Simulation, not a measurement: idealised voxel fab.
You're looking at the process module voxel released beams.
The width of the displayed cross-section, cut, is 145 nm; its cells are square, with a size of 5 nm.
Bands, listed from the top down, are how a cross-section gets written in this document; the cross-section itself is a grid of square cells, and a band is one or more rows of them. It is stipulated that each band's entry specify, in nanometres, the height of the top of the band and then that of its bottom, followed by the materials of the band in left-to-right sequence, each together with its width in nanometres. A single material marked by the word "all across" is understood to fill the band from edge to edge; the word "empty" is understood to denote empty space. Where do heights start? At 0: under that level the wafer as delivered is made of one material only. And the lowest band has no floor; it just carries on downward, as in "0 nm and below". When a width is written as two numbers, as in "30..40", the first number is the width in the top row of cells of the band and the second is the width in its bottom row, and the width changes by the same amount from each row to the next. It should be understood that the words "no modification", when stated for a given step, signify that the cross-section underwent no change in any of its cells during that step. "Closed voids list" contains a list of empty spaces, each no smaller than 8 cells and without an open way to the top, written in the form width x height at distance with the distance from the left edge and all three in nm. If you see something after the settings on a step's line, that's the simulator's own remark about that step. overlay nm: how far to the right of its planned place the mask lay on this masked step (negative: to the left).

# So here's the lineup of process steps we planned
1 op RECEIVE | material Si
2 op CONFORMAL_DEP | material Al2O3 | thk nm 5
3 op DIRECTIONAL_DEP | material SiO2 | thk nm 15
4 op DIRECTIONAL_DEP | material aC | thk nm 10
5 op PATTERN | tone open | mask id ANCHOR | material resist | width nm 30 | thk nm 30 | overlay nm 0
6 op DIRECTIONAL_ETCH | etch materials aC | depth nm 10
7 op STRIP | etch materials resist
8 op DIRECTIONAL_ETCH | etch materials SiO2 | depth nm 15
9 op STRIP | etch materials aC
10 op CONFORMAL_DEP | material SiN | thk nm 10
11 op DIRECTIONAL_DEP | material aC | thk nm 15
12 op PATTERN | tone cover | mask id BEAM | material resist | width nm 90 | thk nm 35 | overlay nm 0
13 op DIRECTIONAL_ETCH | etch materials aC | depth nm 15
14 op STRIP | etch materials resist
15 op DIRECTIONAL_ETCH | etch materials SiN | depth nm 10
16 op STRIP | etch materials aC
17 op STRIP | etch materials SiO2

# First of two wafers, processed according to plan

# Here's what the wafer looked like in cross-section when it arrived - that's after step 1
* 0 nm and below  Si all across
* Closed voids list: none

# Cross-section through the wafer, step 2 finished
* 5 nm to 0 nm  Al2O3 all across
* Anything lower than 0 is untouched.

# Cross-section through the wafer, step 3 finished
* 20 nm to 5 nm  SiO2 all across
* Anything lower than 5 is untouched.

# Cross-section through the wafer, step 4 finished
* 30 nm to 20 nm  aC all across
* Anything lower than 20 is untouched.

# Cross-section through the wafer, step 5 finished
* 60 nm to 30 nm  resist 30, empty 30, resist 85
* Anything lower than 30 is untouched.

# Cross-section through the wafer, step 6 finished
* 50 nm to 30 nm  resist 30, empty 30, resist 85
* 30 nm to 20 nm  aC 30, empty 30, aC 85
* Anything lower than 20 is untouched.

# Cross-section through the wafer, step 7 finished
* 30 nm to 20 nm  aC 30, empty 30, aC 85
* Anything lower than 20 is untouched.

# Cross-section through the wafer, step 8 finished
* 30 nm to 20 nm  aC 30, empty 30, aC 85
* 20 nm to 5 nm  SiO2 30, empty 30, SiO2 85
* Anything lower than 5 is untouched.

# Cross-section through the wafer, step 9 finished
* 20 nm to 5 nm  SiO2 30, empty 30, SiO2 85
* Anything lower than 5 is untouched.

# Cross-section through the wafer, step 10 finished
* 30 nm to 20 nm  SiN 40, empty 10, SiN 95
* 20 nm to 15 nm  SiO2 30, SiN 10, empty 10, SiN 10, SiO2 85
* 15 nm to 5 nm  SiO2 30, SiN 30, SiO2 85
* Anything lower than 5 is untouched.

# Cross-section through the wafer, step 11 finished
* 45 nm to 30 nm  aC 40, empty 10, aC 95
* 30 nm to 20 nm  SiN 40, aC 10, SiN 95
* 20 nm to 15 nm  SiO2 30, SiN 10, aC 10, SiN 10, SiO2 85
* Anything lower than 15 is untouched.

# Cross-section through the wafer, step 12 finished
* 80 nm to 45 nm  empty 25, resist 90, empty 30
* 45 nm to 30 nm  aC 40, resist 10, aC 95
* Anything lower than 30 is untouched.

# Cross-section through the wafer, step 13 finished
* 65 nm to 45 nm  empty 25, resist 90, empty 30
* 45 nm to 30 nm  empty 25, aC 15, resist 10, aC 65, empty 30
* Anything lower than 30 is untouched.

# Cross-section through the wafer, step 14 finished
* 45 nm to 30 nm  empty 25, aC 15, empty 10, aC 65, empty 30
* Anything lower than 30 is untouched.

# Cross-section through the wafer, step 15 finished
* 45 nm to 30 nm  empty 25, aC 15, empty 10, aC 65, empty 30
* 30 nm to 20 nm  empty 25, SiN 15, aC 10, SiN 65, empty 30
* Anything lower than 20 is untouched.

# Cross-section through the wafer, step 16 finished
* 30 nm to 20 nm  empty 25, SiN 15, empty 10, SiN 65, empty 30
* 20 nm to 15 nm  SiO2 30, SiN 10, empty 10, SiN 10, SiO2 85
* Anything lower than 15 is untouched.

# Cross-section through the wafer, step 17 finished
* 30 nm to 20 nm  empty 25, SiN 15, empty 10, SiN 65, empty 30
* 20 nm to 15 nm  empty 30, SiN 10, empty 10, SiN 10, empty 85
* 15 nm to 5 nm  empty 30, SiN 30, empty 85
* Anything lower than 5 is untouched.

# Notes, second wafer: start = first wafer's, plan = first wafer's, execution had one mistake; history identical to first through step 1

# Cross-section of the second wafer at the time by which step 2 should have been completed according to the plan
* 15 nm to 0 nm  SiO2 all across
* Anything lower than 0 is untouched.

# Cross-section of the second wafer at the time by which step 3 should have been completed according to the plan
* 20 nm to 15 nm  Al2O3 all across
* Anything lower than 15 is untouched.

# Cross-section of the second wafer at the time by which step 4 should have been completed according to the plan
* 30 nm to 20 nm  aC all across
* Anything lower than 20 is untouched.

# Cross-section of the second wafer at the time by which step 5 should have been completed according to the plan
* 60 nm to 30 nm  resist 30, empty 30, resist 85
* Anything lower than 30 is untouched.

# Cross-section of the second wafer at the time by which step 6 should have been completed according to the plan
* 50 nm to 30 nm  resist 30, empty 30, resist 85
* 30 nm to 20 nm  aC 30, empty 30, aC 85
* Anything lower than 20 is untouched.

# Cross-section of the second wafer at the time by which step 7 should have been completed according to the plan
* 30 nm to 20 nm  aC 30, empty 30, aC 85
* Anything lower than 20 is untouched.

Cross-section of the second wafer at the time by which step 8 should have been completed according to the plan: no modification

# Cross-section of the second wafer at the time by which step 9 should have been completed according to the plan
* 20 nm to 15 nm  Al2O3 all across
* Anything lower than 15 is untouched.

# Cross-section of the second wafer at the time by which step 10 should have been completed according to the plan
* 30 nm to 20 nm  SiN all across
* Anything lower than 20 is untouched.

# Cross-section of the second wafer at the time by which step 11 should have been completed according to the plan
* 45 nm to 30 nm  aC all across
* Anything lower than 30 is untouched.

# Cross-section of the second wafer at the time by which step 12 should have been completed according to the plan
* 80 nm to 45 nm  empty 25, resist 90, empty 30
* Anything lower than 45 is untouched.

# Cross-section of the second wafer at the time by which step 13 should have been completed according to the plan
* 65 nm to 45 nm  empty 25, resist 90, empty 30
* 45 nm to 30 nm  empty 25, aC 90, empty 30
* Anything lower than 30 is untouched.

# Cross-section of the second wafer at the time by which step 14 should have been completed according to the plan
* 45 nm to 30 nm  empty 25, aC 90, empty 30
* Anything lower than 30 is untouched.

# Cross-section of the second wafer at the time by which step 15 should have been completed according to the plan
* 45 nm to 30 nm  empty 25, aC 90, empty 30
* 30 nm to 20 nm  empty 25, SiN 90, empty 30
* Anything lower than 20 is untouched.

# Cross-section of the second wafer at the time by which step 16 should have been completed according to the plan
* 30 nm to 20 nm  empty 25, SiN 90, empty 30
* Anything lower than 20 is untouched.

Cross-section of the second wafer at the time by which step 17 should have been completed according to the plan: no modification
Deviation from plan: step 3 occupied the plan position of step 2, and the converse holds as well
Once processing is complete, comparing cell counts shows that the second wafer has more or fewer of certain materials than the first: SiN: 12 fewer; SiO2: 87 more
